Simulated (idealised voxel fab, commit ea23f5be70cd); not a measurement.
Herein follows the process module entitled voxel fin reveal.
For reference, the cross-section in this document is cut, with width 210 nm and square cells of 5 nm.
A cross-section in this document is a grid of square cells, and it is written down as bands, the top band listed before the ones below it; a band is made up of one or more rows of cells.
The entry gives the band's vertical extent as a top height and a bottom height in nm, then its horizontal make-up as materials from left to right, each with a width in nm. "blank" stands for empty space; a single material marked "all across" fills the band edge to edge.
The reference from which all heights are counted is 0, the level beneath which the as-received wafer is entirely one material; the lowest band, having no lower bound, proceeds downward and is written after the example "from 0 down".
Width "30 to 40": first value at the band's top row of cells, second value at its bottom row, equal change from row to row.
Any step labelled "same as before" changed none of the cells in the cross-section.
Each empty space that has no open way to the top and spans at least 8 cells appears under "Listed closed voids" as width x height at distance, the distance counted from the left edge, all in nm.
Formally, on a step line, whatever follows the settings is a remark that the simulator itself makes on the step.
"overlay nm" answers the question of how far to the right of plan the mask lay on a step that has a mask, and when it is negative the answer is to the left.

The steps planned for the process are as follows:
1,RECEIVE, material Si
2,CONFORMAL_DEP, material SiN, thk nm 5
3,PATTERN, tone cover, mask id FINS, material resist, width nm 15, pitch nm 40, thk nm 20, overlay nm 0
4,DIRECTIONAL_ETCH, etch materials SiN, depth nm 5
5,DIRECTIONAL_ETCH, etch materials Si, depth nm 35
6,STRIP, etch materials resist
7,FILL_DEP, material SiO2, thk nm 5
8,CMP, height nm 5
9,SELECTIVE_ETCH, etch materials SiO2, depth nm 30
10,STRIP, etch materials SiN
11,CONFORMAL_DEP, material HfO2, thk nm 5

Delivered wafer in cross-section: state after step 1:
  from 0 down = Si all across
  Listed closed voids: none

Look at the cross-section after the module: the wafer started out the way shown above and the plan was the one shown above, yet one mistake was made along the way:
  from 5 to 0 = 30 blank  25 HfO2  15 blank  25 HfO2  15 blank  25 HfO2  15 blank  25 HfO2  35 blank
  from 0 to -20 = 30 blank  5 HfO2  15 Si  5 HfO2  15 blank  5 HfO2  15 Si  5 HfO2  15 blank  5 HfO2  15 Si  5 HfO2  15 blank  5 HfO2  15 Si  5 HfO2  35 blank
  from -20 to -25 = 35 HfO2  15 Si  25 HfO2  15 Si  25 HfO2  15 Si  25 HfO2  15 Si  40 HfO2
  from -25 to -70 = 35 SiO2  15 Si  25 SiO2  15 Si  25 SiO2  15 Si  25 SiO2  15 Si  40 SiO2
  from -70 down = Si all across
  Listed closed voids: none
Run error: yeah, plan step 5 got run twice
